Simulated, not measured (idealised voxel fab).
The process module presented herein is designated voxel ribs on slabs.
Square cell edge 5 nm, section width 250 nm, ID cut.
Bands, listed from the top down, are how a cross-section gets written in this document; the cross-section itself is a grid of square cells, and a band is one or more rows of them.
The entry gives the band's vertical extent as a top height and a bottom height in nm, then its horizontal make-up as materials from left to right, each with a width in nm. "blank" stands for empty space; a single material marked "throughout" fills the band edge to edge.
A quick word on heights: they are counted from 0, and under that level the wafer as it came to us is one material throughout. The lowest band is different from the rest in having no bottom; it simply continues downward, written as in "0 nm and below".
The two numbers in a width such as "30..40" mark its ends across the band: the first belongs to the top row of cells, the second to the bottom row, and from each row to the next the width moves by the same amount.
What does "changes: none" mean for a step? It means no cell of the cross-section changed in that step.
This entry, "Closed void list", enumerates those empty regions of no fewer than 8 cells that possess no open connection to the top. Each region is reported in the form width x height at distance, the distance being taken from the left edge, with all three quantities expressed in nm.
Note: text after step settings on the step line = simulator remark on that step.
"overlay nm" on a masked step: distance the mask lay right of its planned place, negative for left.

### Listed below are the process steps as planned
1 RECEIVE, material Si
2 DIRECTIONAL_DEP, material SiO2, thk nm 30
3 DIRECTIONAL_DEP, material polySi, thk nm 20
4 PATTERN, tone cover, mask id RIB, material resist, width nm 30, thk nm 15, overlay nm 0
5 DIRECTIONAL_ETCH, etch materials polySi, depth nm 5
6 STRIP, etch materials resist
7 PATTERN, tone cover, mask id SLAB, material resist, width nm 80, thk nm 15, overlay nm 0
8 DIRECTIONAL_ETCH, etch materials polySi, depth nm 15
9 STRIP, etch materials resist
10 FILL_DEP, material SiO2, thk nm 15
11 CMP, height nm 60
12 DIRECTIONAL_DEP, material W, thk nm 10
13 PATTERN, tone cover, mask id HEATER, material resist, width nm 40, thk nm 20, overlay nm 0
14 DIRECTIONAL_ETCH, etch materials W, depth nm 10
15 STRIP, etch materials resist
16 CONFORMAL_DEP, material SiO2, thk nm 5

### Incoming wafer in cross-section (state: after step 1)
- 0 nm and below | Si throughout
- Closed void list: none

### Looking at the first of two wafers in cross-section at end of module - ran to plan
- 75 nm to 70 nm | 100 nm blank  50 nm SiO2  100 nm blank
- 70 nm to 65 nm | 100 nm blank  5 nm SiO2  40 nm W  5 nm SiO2  100 nm blank
- 65 nm to 60 nm | 105 nm SiO2  40 nm W  105 nm SiO2
- 60 nm to 50 nm | SiO2 throughout
- 50 nm to 45 nm | 110 nm SiO2  30 nm polySi  110 nm SiO2
- 45 nm to 30 nm | 85 nm SiO2  80 nm polySi  85 nm SiO2
- 30 nm to 0 nm | SiO2 throughout
- 0 nm and below | Si throughout
- Closed void list: none

### Wafer two, sectioned after the module: the first wafer's start, the first wafer's plan, and one mistake in how it was run
- 75 nm to 70 nm | 100 nm blank  50 nm SiO2  100 nm blank
- 70 nm to 65 nm | 105 nm SiO2  40 nm W  105 nm SiO2
- 65 nm to 60 nm | W throughout
- 60 nm to 50 nm | SiO2 throughout
- 50 nm to 45 nm | 110 nm SiO2  30 nm polySi  110 nm SiO2
- 45 nm to 30 nm | 85 nm SiO2  80 nm polySi  85 nm SiO2
- 30 nm to 0 nm | SiO2 throughout
- 0 nm and below | Si throughout
- Closed void list: none
In executing the process, a mistake was made relative to the plan: step 14 was run on a setting that differed from the plan, and what really ran there is DIRECTIONAL_ETCH, etch materials W, depth nm 5
Wrapping up, a cell-based count of both wafers puts the second over or under the first for these materials: 2 fewer of SiO2 | 42 more of W
